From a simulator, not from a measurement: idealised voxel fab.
process module | voxel tone inversion
cross-section cut | 220 nm wide | cells 5 nm
A cross-section is a grid of square cells, given in bands from the top down. A band is one or more rows of cells.
Each band's line starts with the height of the band's top and of its bottom, in nm. Then come its materials from left to right, each with its width in nm. One material with "throughout" fills the band from edge to edge. "air" is empty space.
Height 0 is the level under which the wafer as received is all one material. The lowest band goes on downwards, as in "0 down".
A width such as "30 to 40" changes by the same amount from each row of cells to the next, from the band's top row to its bottom row.
"no change" after a step means that no cell of the cross-section changed.
closed voids: empty space of 8 cells or more with no open way to the top, each as width x height at its distance from the left edge, in nm
after a step's settings: what the simulator itself notes on the step
overlay nm, on a step with a mask: how far to the right of its planned place the mask lay; to the left if negative
plan
1 op RECEIVE | material Si
2 op CONFORMAL_DEP | material SiN | thk nm 10
3 op DIRECTIONAL_DEP | material polySi | thk nm 25
4 op PATTERN | tone cover | mask id POSTS | material resist | width nm 20 | pitch nm 45 | thk nm 30 | overlay nm 0
5 op DIRECTIONAL_ETCH | etch materials polySi | depth nm 25
6 op STRIP | etch materials resist
7 op FILL_DEP | material lowk | thk nm 10
8 op CMP | height nm 35
9 op STRIP | etch materials polySi
10 op CONFORMAL_DEP | material TiN | thk nm 5
11 op FILL_DEP | material Cu | thk nm 5
12 op CMP | height nm 35
13 op CONFORMAL_DEP | material SiCN | thk nm 5
varied across the wafers: thk nm of step 13. The plan shows the first wafer's value. All wafers start alike
first wafer as received, after step 1
  0 down: Si throughout
  closed voids: none
first wafer at the end, after step 13
  40 to 35: SiCN throughout
  35 to 15: lowk 30 | TiN 5 | Cu 10 | TiN 5 | lowk 25 | TiN 5 | Cu 10 | TiN 5 | lowk 25 | TiN 5 | Cu 10 | TiN 5 | lowk 25 | TiN 5 | Cu 10 | TiN 5 | lowk 35
  15 to 10: lowk 30 | TiN 20 | lowk 25 | TiN 20 | lowk 25 | TiN 20 | lowk 25 | TiN 20 | lowk 35
  10 to 0: SiN throughout
  0 down: Si throughout
  closed voids: none
last wafer at the end
  55 to 35: SiCN throughout
  35 to 15: lowk 30 | TiN 5 | Cu 10 | TiN 5 | lowk 25 | TiN 5 | Cu 10 | TiN 5 | lowk 25 | TiN 5 | Cu 10 | TiN 5 | lowk 25 | TiN 5 | Cu 10 | TiN 5 | lowk 35
  15 to 10: lowk 30 | TiN 20 | lowk 25 | TiN 20 | lowk 25 | TiN 20 | lowk 25 | TiN 20 | lowk 35
  10 to 0: SiN throughout
  0 down: Si throughout
  closed voids: none
each wafer at the end: cells of each material gained (+) or lost (-) since it was received, then its closed voids
thk nm 5 | +32 Cu | +44 SiCN | +88 SiN | +48 TiN | +140 lowk | closed voids: none
thk nm 10 | +32 Cu | +88 SiCN | +88 SiN | +48 TiN | +140 lowk | closed voids: none
thk nm 15 | +32 Cu | +132 SiCN | +88 SiN | +48 TiN | +140 lowk | closed voids: none
thk nm 20 | +32 Cu | +176 SiCN | +88 SiN | +48 TiN | +140 lowk | closed voids: none
